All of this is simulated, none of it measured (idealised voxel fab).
The following process module bears the name voxel plated lines.
210 nm wide, 5 nm square cells: that's cross-section cut.
Format of a cross-section: grid, square cells. Given as bands. Order: top down. Band: one or more rows of cells. Heights first: top, then bottom, in nm. Then materials, left to right, each with a width in nm. "all across" on a single material: fills the band edge to edge. "empty": empty space. We count height from 0. Below that, the starting wafer is all one material. The lowest band never ends at the bottom but goes on down; see "0 down" for how that is written. With a width like "30 to 40", each row of cells in the band differs from the next by the same amount, the top row carrying the first number and the bottom row the second. The designation "left unchanged", where it is given for a processing step, indicates that no cell of the cross-section was altered in the course of that step. "Enclosed internal voids" means: voids of 8 cells or more that are shut off from the top with no open way through. Written width x height at distance, distance from the left edge, in nm. Post-settings text on a step line: simulator's own remark regarding the step. The setting "overlay nm" may be written on the line of a step. When the step uses a mask, the value reports how far to the right of the planned place the mask lay, and a negative value reports that it lay to the left.
-- These are the steps we planned for the process
step 1: RECEIVE (material Si)
step 2: CONFORMAL_DEP (material Al2O3; thk nm 10)
step 3: DIRECTIONAL_DEP (material TiN; thk nm 5)
step 4: PATTERN (tone open; mask id LINES; material resist; width nm 25; pitch nm 40; thk nm 40; overlay nm 0)
step 5: EPI (material Ru; thk nm 10)
step 6: EPI (material Ru; thk nm 10)
step 7: EPI (material Ru; thk nm 10)
step 8: STRIP (etch materials resist)
step 9: DIRECTIONAL_ETCH (etch materials TiN; depth nm 5)
step 10: CONFORMAL_DEP (material SiN; thk nm 10)
-- Incoming wafer in cross-section (state: after step 1)
* 0 down: Si all across
* Enclosed internal voids: none
-- Cross-section, end of module. Start: as above. Plan: as above. Execution: one mistake
* 55 to 45: empty (65), then SiN (35), then empty (5), then SiN (35), then empty (70)
* 45 to 20: empty (65), then SiN (10), then Ru (15), then SiN (10), then empty (5), then SiN (10), then Ru (15), then SiN (10), then empty (70)
* 20 to 15: SiN (75), then Ru (15), then SiN (25), then Ru (15), then SiN (80)
* 15 to 10: SiN (75), then TiN (15), then SiN (25), then TiN (15), then SiN (80)
* 10 to 0: Al2O3 all across
* 0 down: Si all across
* Enclosed internal voids: none
In executing the process, a mistake was made relative to the plan: step 4 was not run as planned; what actually ran was PATTERN (tone open; mask id LINES; material resist; width nm 15; pitch nm 40; thk nm 40; overlay nm 0)
